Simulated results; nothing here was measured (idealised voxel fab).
process module | voxel capacitor over wiring
cross-section cut | 250 nm wide | cells 5 nm
A cross-section is a grid of square cells, given in bands from the top down. A band is one or more rows of cells.
Each band's line starts with the height of the band's top and of its bottom, in nm. Then come its materials from left to right, each with its width in nm. One material with "throughout" fills the band from edge to edge. "air" is empty space.
Height 0 is the level under which the wafer as received is all one material. The lowest band goes on downwards, as in "0 down".
A width such as "30 to 40" changes by the same amount from each row of cells to the next, from the band's top row to its bottom row.
"no change" after a step means that no cell of the cross-section changed.
closed voids: empty space of 8 cells or more with no open way to the top, each as width x height at its distance from the left edge, in nm
after a step's settings: what the simulator itself notes on the step
overlay nm, on a step with a mask: how far to the right of its planned place the mask lay; to the left if negative
plan
1 op RECEIVE | material Si
2 op CONFORMAL_DEP | material SiO2 | thk nm 15
3 op CONFORMAL_DEP | material SiCN | thk nm 5
4 op DIRECTIONAL_DEP | material lowk | thk nm 15
5 op DIRECTIONAL_DEP | material aC | thk nm 15
6 op PATTERN | tone open | mask id METAL_1 | material resist | width nm 30 | pitch nm 90 | thk nm 30 | overlay nm 0
7 op DIRECTIONAL_ETCH | etch materials aC | depth nm 15
8 op STRIP | etch materials resist
9 op DIRECTIONAL_ETCH | etch materials lowk | depth nm 15
10 op DIRECTIONAL_ETCH | etch materials SiCN | depth nm 5
11 op STRIP | etch materials aC
12 op CONFORMAL_DEP | material TiN | thk nm 5
13 op FILL_DEP | material Cu | thk nm 10
14 op CMP | height nm 35
15 op CONFORMAL_DEP | material SiCN | thk nm 5
16 op DIRECTIONAL_DEP | material SiO2 | thk nm 15
17 op MASKED_ETCH | tone open | mask id PLUG_1 | width nm 15 | etch materials SiO2 | depth nm 15 | overlay nm 0
18 op MASKED_ETCH | tone open | mask id PLUG_1 | width nm 15 | etch materials SiCN | depth nm 5 | overlay nm 0
19 op EPI | material Ru | thk nm 10
20 op EPI | material Ru | thk nm 10
21 op DIRECTIONAL_DEP | material TiN | thk nm 10
22 op DIRECTIONAL_DEP | material Al2O3 | thk nm 5
23 op DIRECTIONAL_DEP | material TiN | thk nm 10
24 op MASKED_ETCH | tone cover | mask id UPPER_PLATE | width nm 65 | etch materials TiN | depth nm 10 | overlay nm 0
25 op MASKED_ETCH | tone cover | mask id UPPER_PLATE | width nm 65 | etch materials Al2O3 | depth nm 5 | overlay nm 0
26 op PATTERN | tone cover | mask id LOWER_PLATE | material resist | width nm 75 | thk nm 20 | overlay nm 0
27 op DIRECTIONAL_ETCH | etch materials TiN | depth nm 10
28 op STRIP | etch materials resist
29 op FILL_DEP | material SiO2 | thk nm 15
30 op CMP | height nm 90
31 op PATTERN | tone open | mask id PLUG_2 | material resist | width nm 15 | thk nm 15 | overlay nm 0
32 op DIRECTIONAL_ETCH | etch materials SiO2 | depth nm 10
33 op STRIP | etch materials resist
34 op CONFORMAL_DEP | material TiN | thk nm 5
35 op FILL_DEP | material Ru | thk nm 5
36 op CMP | height nm 90
37 op CONFORMAL_DEP | material SiCN | thk nm 5
as received, after step 1
  0 down: Si throughout
  closed voids: none
first wafer at the end, as planned
  95 to 90: SiCN throughout
  90 to 85: SiO2 90 | TiN 5 | Ru 5 | TiN 5 | SiO2 145
  85 to 80: SiO2 90 | TiN 15 | SiO2 145
  80 to 70: SiO2 80 | TiN 65 | SiO2 105
  70 to 65: SiO2 80 | Al2O3 65 | SiO2 105
  65 to 55: SiO2 75 | TiN 75 | SiO2 100
  55 to 40: SiO2 80 | Ru 15 | SiO2 155
  40 to 35: SiCN 80 | Ru 15 | SiCN 155
  35 to 20: lowk 65 | TiN 5 | Cu 20 | TiN 5 | lowk 60 | TiN 5 | Cu 20 | TiN 5 | lowk 65
  20 to 15: SiCN 65 | TiN 30 | SiCN 60 | TiN 30 | SiCN 65
  15 to 0: SiO2 throughout
  0 down: Si throughout
  closed voids: none
second wafer at the end: like start, like plan, one mistake
  95 to 90: SiCN throughout
  90 to 85: SiO2 90 | TiN 5 | Ru 5 | TiN 5 | SiO2 145
  85 to 80: SiO2 90 | TiN 15 | SiO2 145
  80 to 75: SiO2 throughout
  75 to 65: SiO2 80 | TiN 65 | SiO2 105
  65 to 55: SiO2 75 | TiN 75 | SiO2 100
  55 to 40: SiO2 80 | Ru 15 | SiO2 155
  40 to 35: SiCN 80 | Ru 15 | SiCN 155
  35 to 20: lowk 65 | TiN 5 | Cu 20 | TiN 5 | lowk 60 | TiN 5 | Cu 20 | TiN 5 | lowk 65
  20 to 15: SiCN 65 | TiN 30 | SiCN 60 | TiN 30 | SiCN 65
  15 to 0: SiO2 throughout
  0 down: Si throughout
  closed voids: none
what went wrong: step 22 was left out
at the end the second wafer has, in cells: 13 fewer of Al2O3 | 13 more of SiO2
